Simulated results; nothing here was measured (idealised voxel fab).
This is a process module. Its name is voxel air gaps.
The figure presents cross-section cut, which has a width of 205 nm and is divided into square cells with an edge length of 5 nm.
Each cross-section below is a grid of square cells, stated as bands in top-down order, with one or more rows of cells making up each band.
Each band's line starts with the height of the band's top and of its bottom, in nm. Then come its materials from left to right, each with its width in nm. One material with "all across" fills the band from edge to edge. "blank" is empty space.
Where do heights start? At 0: under that level the wafer as delivered is made of one material only. And the lowest band has no floor; it just carries on downward, as in "from 0 down".
When a width is written as two numbers, as in "30 to 40", the first number is the width in the top row of cells of the band and the second is the width in its bottom row, and the width changes by the same amount from each row to the next.
Key: "stayed the same" - step with no changed cell in the cross-section.
"Completely sealed voids" specifies each empty space that is not open to the top and that occupies no fewer than 8 cells, using the form width x height at distance, the distance measured from the left edge and all three quantities in nm.
On a step's line, text after the settings is the simulator commenting on that step.
overlay nm: for a step with a mask, the amount by which the mask lay right of where it was planned; a negative amount means left of it.

Intended process steps:
step 1: RECEIVE [material Si]
step 2: CONFORMAL_DEP [material SiO2] [thk nm 10]
step 3: CONFORMAL_DEP [material SiN] [thk nm 5]
step 4: DIRECTIONAL_DEP [material SiO2] [thk nm 40]
step 5: PATTERN [tone open] [mask id LINES] [material resist] [width nm 15] [pitch nm 40] [thk nm 20] [overlay nm 0]
step 6: DIRECTIONAL_ETCH [etch materials SiO2] [depth nm 40]
step 7: STRIP [etch materials resist]
step 8: CONFORMAL_DEP [material TiN] [thk nm 5]
step 9: FILL_DEP [material Cu] [thk nm 5]
step 10: CMP [height nm 55]
step 11: EPI [material Ru] [thk nm 10]
step 12: SELECTIVE_ETCH [etch materials SiO2] [depth nm 50]
step 13: CONFORMAL_DEP [material SiN] [thk nm 5]

Delivered wafer in cross-section: state after step 1:
  from 0 down  Si all across
  Completely sealed voids: none

Here's the wafer cut in cross-section after the module, started and planned just like above, except one thing was done wrong in the run:
  from 80 to 75  30 nm blank, then 145 nm SiN, then 30 nm blank
  from 75 to 55  30 nm blank, then 5 nm SiN, then 135 nm Ru, then 5 nm SiN, then 30 nm blank
  from 55 to 50  30 nm blank, then 25 nm SiN, then 5 nm TiN, then 5 nm Cu, then 5 nm TiN, then 25 nm SiO2, then 5 nm TiN, then 5 nm Cu, then 5 nm TiN, then 25 nm SiO2, then 5 nm TiN, then 5 nm Cu, then 5 nm TiN, then 25 nm SiN, then 30 nm blank
  from 50 to 20  50 nm blank, then 5 nm SiN, then 5 nm TiN, then 5 nm Cu, then 5 nm TiN, then 25 nm SiO2, then 5 nm TiN, then 5 nm Cu, then 5 nm TiN, then 25 nm SiO2, then 5 nm TiN, then 5 nm Cu, then 5 nm TiN, then 5 nm SiN, then 50 nm blank
  from 20 to 15  55 nm SiN, then 15 nm TiN, then 25 nm SiO2, then 15 nm TiN, then 25 nm SiO2, then 15 nm TiN, then 55 nm SiN
  from 15 to 10  SiN all across
  from 10 to 0  SiO2 all across
  from 0 down  Si all across
  Completely sealed voids: none
Misprocessing identified: yeah, plan step 11 got run twice
